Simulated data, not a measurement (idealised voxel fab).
A process module follows: voxel released beams.
Cross-section cut spans 295 nm and uses square cells 5 nm in size.
Cross-section, as written here: a square-cell grid given band by band from the top down, where a band holds one or more rows of cells.
A band entry consists of two parts. The first gives the height of the band's top and the height of its bottom, in nm. The rest lists the band's materials from left to right, each with its width in nm. A single material labelled with the word "edge to edge" fills the band from edge to edge, and the word "air" marks empty space.
Height datum 0, below which the as-received substrate wafer is one material. Lowest band open at the bottom, running downward: "0 nm and below".
Width spec "30->40" -> top row of cells at first value, bottom row at second value, equal per-row change in between.
The cross-section has no changed cell in any step marked "nothing different".
"Enclosed internal cavities" contains a list of empty spaces, each no smaller than 8 cells and without an open way to the top, written in the form width x height at distance with the distance from the left edge and all three in nm.
It should be noted that, on the line of a given step, the content following the step's settings is a remark produced by the simulator itself with respect to that step.
The optional step-line setting "overlay nm" applies to steps with a mask and quantifies how far to the right of its planned location the mask lay, a negative value indicating leftward placement.
## These are the steps we planned for the process
1,RECEIVE,material Si
2,CONFORMAL_DEP,material Al2O3,thk nm 10
3,DIRECTIONAL_DEP,material SiO2,thk nm 20
4,MASKED_ETCH,tone open,mask id ANCHOR,width nm 35,etch materials SiO2,depth nm 20,overlay nm 0
5,CONFORMAL_DEP,material W,thk nm 10
6,DIRECTIONAL_DEP,material aC,thk nm 15
7,PATTERN,tone cover,mask id BEAM,material resist,width nm 115,thk nm 35,overlay nm 0
8,DIRECTIONAL_ETCH,etch materials aC,depth nm 15
9,STRIP,etch materials resist
10,DIRECTIONAL_ETCH,etch materials W,depth nm 10
11,STRIP,etch materials aC
12,STRIP,etch materials SiO2
## Of two wafers, the first: run according to plan
## Received-state cross-section, reflecting completion of step 1
    0 nm and below: Si edge to edge
    Enclosed internal cavities: none
## Cross-sectional representation of the wafer at the conclusion of step 2
    10 nm to 0 nm: Al2O3 edge to edge
    Lower than 0, everything is as it was.
## Cross-sectional representation of the wafer at the conclusion of step 3
    30 nm to 10 nm: SiO2 edge to edge
    Lower than 10, everything is as it was.
## Cross-sectional representation of the wafer at the conclusion of step 4
    30 nm to 10 nm: SiO2 (90); air (35); SiO2 (170)
    Lower than 10, everything is as it was.
## Cross-sectional representation of the wafer at the conclusion of step 5
    40 nm to 30 nm: W (100); air (15); W (180)
    30 nm to 20 nm: SiO2 (90); W (10); air (15); W (10); SiO2 (170)
    20 nm to 10 nm: SiO2 (90); W (35); SiO2 (170)
    Lower than 10, everything is as it was.
## Cross-sectional representation of the wafer at the conclusion of step 6
    55 nm to 40 nm: aC (100); air (15); aC (180)
    40 nm to 35 nm: W (100); air (15); W (180)
    35 nm to 30 nm: W (100); aC (15); W (180)
    30 nm to 20 nm: SiO2 (90); W (10); aC (15); W (10); SiO2 (170)
    Lower than 20, everything is as it was.
## Cross-sectional representation of the wafer at the conclusion of step 7
    90 nm to 55 nm: air (85); resist (115); air (95)
    55 nm to 40 nm: aC (100); resist (15); aC (180)
    40 nm to 35 nm: W (100); resist (15); W (180)
    Lower than 35, everything is as it was.
## Cross-sectional representation of the wafer at the conclusion of step 8
    75 nm to 55 nm: air (85); resist (115); air (95)
    55 nm to 40 nm: air (85); aC (15); resist (15); aC (85); air (95)
    Lower than 40, everything is as it was.
## Cross-sectional representation of the wafer at the conclusion of step 9
    55 nm to 40 nm: air (85); aC (15); air (15); aC (85); air (95)
    40 nm to 35 nm: W (100); air (15); W (180)
    Lower than 35, everything is as it was.
## Cross-sectional representation of the wafer at the conclusion of step 10
    55 nm to 40 nm: air (85); aC (15); air (15); aC (85); air (95)
    40 nm to 35 nm: air (85); W (15); air (15); W (85); air (95)
    35 nm to 30 nm: air (85); W (15); aC (15); W (85); air (95)
    Lower than 30, everything is as it was.
## Cross-sectional representation of the wafer at the conclusion of step 11
    40 nm to 30 nm: air (85); W (15); air (15); W (85); air (95)
    30 nm to 20 nm: SiO2 (90); W (10); air (15); W (10); SiO2 (170)
    Lower than 20, everything is as it was.
## Cross-sectional representation of the wafer at the conclusion of step 12
    40 nm to 30 nm: air (85); W (15); air (15); W (85); air (95)
    30 nm to 20 nm: air (90); W (10); air (15); W (10); air (170)
    20 nm to 10 nm: air (90); W (35); air (170)
    Lower than 10, everything is as it was.
## Wafer two. Same start, same plan, one slip in execution. Same as wafer one through step 3, inclusive
## Cross-section of the second wafer when, according to plan, step 4 should have finished
    30 nm to 10 nm: SiO2 (95); air (35); SiO2 (165)
    Lower than 10, everything is as it was.
## Cross-section of the second wafer when, according to plan, step 5 should have finished
    40 nm to 30 nm: W (105); air (15); W (175)
    30 nm to 20 nm: SiO2 (95); W (10); air (15); W (10); SiO2 (165)
    20 nm to 10 nm: SiO2 (95); W (35); SiO2 (165)
    Lower than 10, everything is as it was.
## Cross-section of the second wafer when, according to plan, step 6 should have finished
    55 nm to 40 nm: aC (105); air (15); aC (175)
    40 nm to 35 nm: W (105); air (15); W (175)
    35 nm to 30 nm: W (105); aC (15); W (175)
    30 nm to 20 nm: SiO2 (95); W (10); aC (15); W (10); SiO2 (165)
    Lower than 20, everything is as it was.
## Cross-section of the second wafer when, according to plan, step 7 should have finished
    90 nm to 55 nm: air (85); resist (115); air (95)
    55 nm to 40 nm: aC (105); resist (15); aC (175)
    40 nm to 35 nm: W (105); resist (15); W (175)
    Lower than 35, everything is as it was.
## Cross-section of the second wafer when, according to plan, step 8 should have finished
    75 nm to 55 nm: air (85); resist (115); air (95)
    55 nm to 40 nm: air (85); aC (20); resist (15); aC (80); air (95)
    Lower than 40, everything is as it was.
## Cross-section of the second wafer when, according to plan, step 9 should have finished
    55 nm to 40 nm: air (85); aC (20); air (15); aC (80); air (95)
    40 nm to 35 nm: W (105); air (15); W (175)
    Lower than 35, everything is as it was.
## Cross-section of the second wafer when, according to plan, step 10 should have finished
    55 nm to 40 nm: air (85); aC (20); air (15); aC (80); air (95)
    40 nm to 35 nm: air (85); W (20); air (15); W (80); air (95)
    35 nm to 30 nm: air (85); W (20); aC (15); W (80); air (95)
    Lower than 30, everything is as it was.
## Cross-section of the second wafer when, according to plan, step 11 should have finished
    40 nm to 30 nm: air (85); W (20); air (15); W (80); air (95)
    30 nm to 20 nm: SiO2 (95); W (10); air (15); W (10); SiO2 (165)
    Lower than 20, everything is as it was.
## Cross-section of the second wafer when, according to plan, step 12 should have finished
    40 nm to 30 nm: air (85); W (20); air (15); W (80); air (95)
    30 nm to 20 nm: air (95); W (10); air (15); W (10); air (165)
    20 nm to 10 nm: air (95); W (35); air (165)
    Lower than 10, everything is as it was.
Against the plan, the run slipped here: step 4 off recipe, ran as MASKED_ETCH,tone open,mask id ANCHOR,width nm 35,etch materials SiO2,depth nm 20,overlay nm 5
Tallied in cells, the final second wafer holds each material in the same quantity as the first, although not at the same places.
